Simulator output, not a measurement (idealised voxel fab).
voxel transistor to metal: a process module
For reference, the cross-section in this document is cut, with width 300 nm and square cells of 5 nm.
Heads up, the way a cross-section reads in here is a grid of square cells, handed over as bands from the top down, with every band being one or more rows of cells. What a band's entry tells you: where the top is and where the bottom is, as heights in nm, and after that what lies inside, material by material from left to right, each with its width in nm. Empty space is written as the word "empty", and a single material marked with the word "all across" occupies the band from edge to edge. Basically, 0 is our baseline, since under it the wafer straight out of the box is all one material. The bottom band has no lower end and keeps on going down, so it looks like "0 -> down". Width: "30 to 40" (first number = top row, second number = bottom row, same change from row to row of cells). Step note "changes: none" = no cross-section cell changed. Look at "Completely enclosed voids" for the closed voids: empty spaces with no open path to the top, sized 8 cells or up. Each is width x height at distance, distance from the left edge, all nm. Read whatever lies past the settings on a step's line as the simulator's own remark about the step. Among the settings permitted on a step's line is "overlay nm"; applied to a step with a mask, it specifies the extent to which the mask lay to the right of its planned position, whereas a negative figure signifies a position to the left.

# These are the steps we planned for the process
1,RECEIVE (material Si)
2,CONFORMAL_DEP (material SiO2; thk nm 5)
3,CONFORMAL_DEP (material SiN; thk nm 15)
4,PATTERN (tone cover; mask id ACTIVE; material resist; width nm 115; pitch nm 145; thk nm 20; overlay nm 0)
5,DIRECTIONAL_ETCH (etch materials SiN; depth nm 15)
6,DIRECTIONAL_ETCH (etch materials SiO2; depth nm 5)
7,DIRECTIONAL_ETCH (etch materials Si; depth nm 25)
8,STRIP (etch materials resist)
9,OXIDIZE (depth nm 5)
10,FILL_DEP (material SiO2; thk nm 10)
11,CMP (height nm 20)
12,SELECTIVE_ETCH (etch materials SiO2; depth nm 5)
13,STRIP (etch materials SiN)
14,SELECTIVE_ETCH (etch materials SiO2; depth nm 5)
15,OXIDIZE (depth nm 5)
16,DIRECTIONAL_DEP (material polySi; thk nm 25)
17,DIRECTIONAL_DEP (material SiCN; thk nm 10)
18,MASKED_ETCH (tone cover; mask id GATE; width nm 25; pitch nm 145; etch materials SiCN; depth nm 20; overlay nm 0)
19,MASKED_ETCH (tone cover; mask id GATE; width nm 25; pitch nm 145; etch materials polySi; depth nm 35; overlay nm 0)
20,CONFORMAL_DEP (material SiN; thk nm 10)
21,DIRECTIONAL_ETCH (etch materials SiN; depth nm 10)
22,DIRECTIONAL_ETCH (etch materials SiO2; depth nm 5)
23,DIRECTIONAL_ETCH (etch materials Si; depth nm 15)
24,EPI (material nSi; thk nm 20)
25,FILL_DEP (material SiO2; thk nm 10)
26,CMP (height nm 35)
27,DIRECTIONAL_DEP (material SiO2; thk nm 10)
28,MASKED_ETCH (tone open; mask id CONTACT; width nm 30; etch materials SiO2; depth nm 45; overlay nm 0)
29,CONFORMAL_DEP (material TiN; thk nm 5)
30,FILL_DEP (material Ru; thk nm 5)
31,CMP (height nm 45)
32,DIRECTIONAL_DEP (material TiN; thk nm 5)
33,DIRECTIONAL_DEP (material W; thk nm 15)
34,PATTERN (tone cover; mask id METAL_1; material resist; width nm 20; thk nm 15; overlay nm 0)
35,DIRECTIONAL_ETCH (etch materials W; depth nm 15)
36,DIRECTIONAL_ETCH (etch materials TiN; depth nm 5)
37,STRIP (etch materials resist)
38,FILL_DEP (material lowk; thk nm 10)
39,CMP (height nm 65)
40,CONFORMAL_DEP (material SiCN; thk nm 5)
41,DIRECTIONAL_DEP (material SiO2; thk nm 30)
42,PATTERN (tone open; mask id METAL_2_HOLES; material resist; width nm 15; pitch nm 145; thk nm 20; overlay nm 0)
43,DIRECTIONAL_ETCH (etch materials SiO2; depth nm 30)
44,STRIP (etch materials resist)
45,PATTERN (tone open; mask id METAL_2; material resist; width nm 20; pitch nm 145; thk nm 20; overlay nm 0)
46,DIRECTIONAL_ETCH (etch materials SiO2; depth nm 15)
47,DIRECTIONAL_ETCH (etch materials SiCN; depth nm 5)
48,STRIP (etch materials resist)
49,CONFORMAL_DEP (material TiN; thk nm 5)
50,FILL_DEP (material Cu; thk nm 5)
51,CMP (height nm 100)
52,CONFORMAL_DEP (material SiCN; thk nm 5)

# Cross-section of the incoming wafer, state after step 1
	0 -> down = Si all across
	Completely enclosed voids: none

# One mistake in running the module, otherwise start and plan as above: cross-section at the end
	105 -> 100 = SiCN all across
	100 -> 90 = 30 nm SiO2 / 5 nm TiN / 10 nm Cu / 5 nm TiN / 125 nm SiO2 / 5 nm TiN / 10 nm Cu / 5 nm TiN / 105 nm SiO2
	90 -> 85 = 30 nm SiO2 / 5 nm TiN / 5 nm Cu / 10 nm TiN / 125 nm SiO2 / 5 nm TiN / 5 nm Cu / 10 nm TiN / 105 nm SiO2
	85 -> 70 = 30 nm SiO2 / 5 nm TiN / 5 nm Cu / 5 nm TiN / 130 nm SiO2 / 5 nm TiN / 5 nm Cu / 5 nm TiN / 110 nm SiO2
	70 -> 65 = 30 nm SiCN / 15 nm TiN / 130 nm SiCN / 15 nm TiN / 110 nm SiCN
	65 -> 50 = 30 nm SiN / 20 nm W / 55 nm SiN / 20 nm W / 50 nm SiN / 20 nm W / 55 nm SiN / 20 nm W / 30 nm SiN
	50 -> 45 = 30 nm SiN / 20 nm TiN / 55 nm SiN / 20 nm TiN / 50 nm SiN / 20 nm TiN / 55 nm SiN / 20 nm TiN / 30 nm SiN
	45 -> 35 = 30 nm SiO2 / 5 nm TiN / 20 to 15 nm Ru / 5 to 10 nm TiN / 35 nm SiO2 / 5 to 10 nm TiN / 20 to 15 nm Ru / 5 nm TiN / 50 nm SiO2 / 5 nm TiN / 20 to 15 nm Ru / 5 to 10 nm TiN / 35 nm SiO2 / 5 to 10 nm TiN / 20 to 15 nm Ru / 5 nm TiN / 30 nm SiO2
	35 -> 25 = 30 nm SiO2 / 5 nm TiN / 15 nm Ru / 5 nm TiN / 10 nm SiN / 25 nm SiCN / 10 nm SiN / 5 nm TiN / 15 nm Ru / 5 nm TiN / 50 nm SiO2 / 5 nm TiN / 15 nm Ru / 5 nm TiN / 10 nm SiN / 25 nm SiCN / 10 nm SiN / 5 nm TiN / 15 nm Ru / 5 nm TiN / 30 nm SiO2
	25 -> 20 = 30 nm SiO2 / 5 nm TiN / 15 nm Ru / 5 nm TiN / 10 nm SiN / 25 nm polySi / 10 nm SiN / 5 nm TiN / 15 nm Ru / 5 nm TiN / 50 nm SiO2 / 5 nm TiN / 15 nm Ru / 5 nm TiN / 10 nm SiN / 25 nm polySi / 10 nm SiN / 5 nm TiN / 15 nm Ru / 5 nm TiN / 30 nm SiO2
	20 -> 15 = 30 nm SiO2 / 25 nm TiN / 10 nm SiN / 25 nm polySi / 10 nm SiN / 25 nm TiN / 50 nm SiO2 / 25 nm TiN / 10 nm SiN / 25 nm polySi / 10 nm SiN / 25 nm TiN / 30 nm SiO2
	15 -> 10 = 30 nm SiO2 / 5 nm TiN / 20 nm nSi / 10 nm SiN / 25 nm polySi / 10 nm SiN / 20 nm nSi / 5 nm TiN / 50 nm SiO2 / 5 nm TiN / 20 nm nSi / 10 nm SiN / 25 nm polySi / 10 nm SiN / 20 nm nSi / 5 nm TiN / 30 nm SiO2
	10 -> 0 = 15 nm SiO2 / 10 nm SiN / 5 nm SiO2 / 5 nm TiN / 20 nm nSi / 10 nm SiN / 25 nm polySi / 10 nm SiN / 20 nm nSi / 5 nm TiN / 5 nm SiO2 / 10 nm SiN / 20 nm SiO2 / 10 nm SiN / 5 nm SiO2 / 5 nm TiN / 20 nm nSi / 10 nm SiN / 25 nm polySi / 10 nm SiN / 20 nm nSi / 5 nm TiN / 5 nm SiO2 / 10 nm SiN / 15 nm SiO2
	0 -> -5 = 25 nm SiO2 / 30 nm nSi / 45 nm SiO2 / 30 nm nSi / 40 nm SiO2 / 30 nm nSi / 45 nm SiO2 / 30 nm nSi / 25 nm SiO2
	-5 -> -20 = 25 nm SiO2 / 30 nm nSi / 45 nm Si / 30 nm nSi / 40 nm SiO2 / 30 nm nSi / 45 nm Si / 30 nm nSi / 25 nm SiO2
	-20 -> -30 = 25 nm SiO2 / 105 nm Si / 40 nm SiO2 / 105 nm Si / 25 nm SiO2
	-30 -> down = Si all across
	Completely enclosed voids: none
Short version of what went wrong: step 38 did not happen as planned, as run it was FILL_DEP (material SiN; thk nm 10)
